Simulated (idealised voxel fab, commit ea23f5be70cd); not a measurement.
Module name: voxel released beams (process module)
The cross-section shown here is cut; it is 280 nm wide and divided into square cells measuring 5 nm on a side.
Just so we're on the same page, the cross-sections are grids of square cells, and they're listed out in bands top to bottom, each band one or more rows deep. It is stipulated that each band's entry specify, in nanometres, the height of the top of the band and then that of its bottom, followed by the materials of the band in left-to-right sequence, each together with its width in nanometres. A single material marked by the word "throughout" is understood to fill the band from edge to edge; the word "empty" is understood to denote empty space. We count height from 0. Below that, the starting wafer is all one material. The lowest band never ends at the bottom but goes on down; see "0..down" for how that is written. You'd read "30->40" like this: the band's top row of cells is as wide as the first number, its bottom row is as wide as the second, and going down, every row changes width by the same amount as the row before did. Step note "remained the same" = no cross-section cell changed. The entry titled "Trapped voids" provides the empty spaces that have no open way to the top, restricted to those of 8 cells or more. Each is presented as width x height at distance, the distance being measured from the left edge, with all three in nm. Text after the settings on a step's line: the simulator's own remark on that step. On any step carrying a mask, the "overlay nm" setting, if present on the step's line, tells how far right of its planned place the mask lay; negative values point to the left.
**This section lists the process steps that were planned**
1: RECEIVE, material Si
2: CONFORMAL_DEP, material SiN, thk nm 10
3: DIRECTIONAL_DEP, material SiO2, thk nm 15
4: MASKED_ETCH, tone open, mask id ANCHOR, width nm 40, etch materials SiO2, depth nm 15, overlay nm 0
5: CONFORMAL_DEP, material W, thk nm 15
6: DIRECTIONAL_DEP, material aC, thk nm 10
7: PATTERN, tone cover, mask id BEAM, material resist, width nm 120, thk nm 25, overlay nm 0
8: DIRECTIONAL_ETCH, etch materials aC, depth nm 10
9: STRIP, etch materials resist
10: DIRECTIONAL_ETCH, etch materials W, depth nm 15
11: STRIP, etch materials aC
12: STRIP, etch materials SiO2
**As-received wafer cross-section (after step 1)**
> 0..down | Si throughout
> Trapped voids: none
**Wafer cross-section at end of module: start and plan as shown above, one execution error**
> 55..40 | empty (75) / W (120) / empty (85)
> 40..25 | W throughout
> 25..10 | SiO2 (80) / W (40) / SiO2 (160)
> 10..0 | SiN throughout
> 0..down | Si throughout
> Trapped voids: none
In executing the process, a mistake was made relative to the plan: regarding the plan, step 5 was run twice
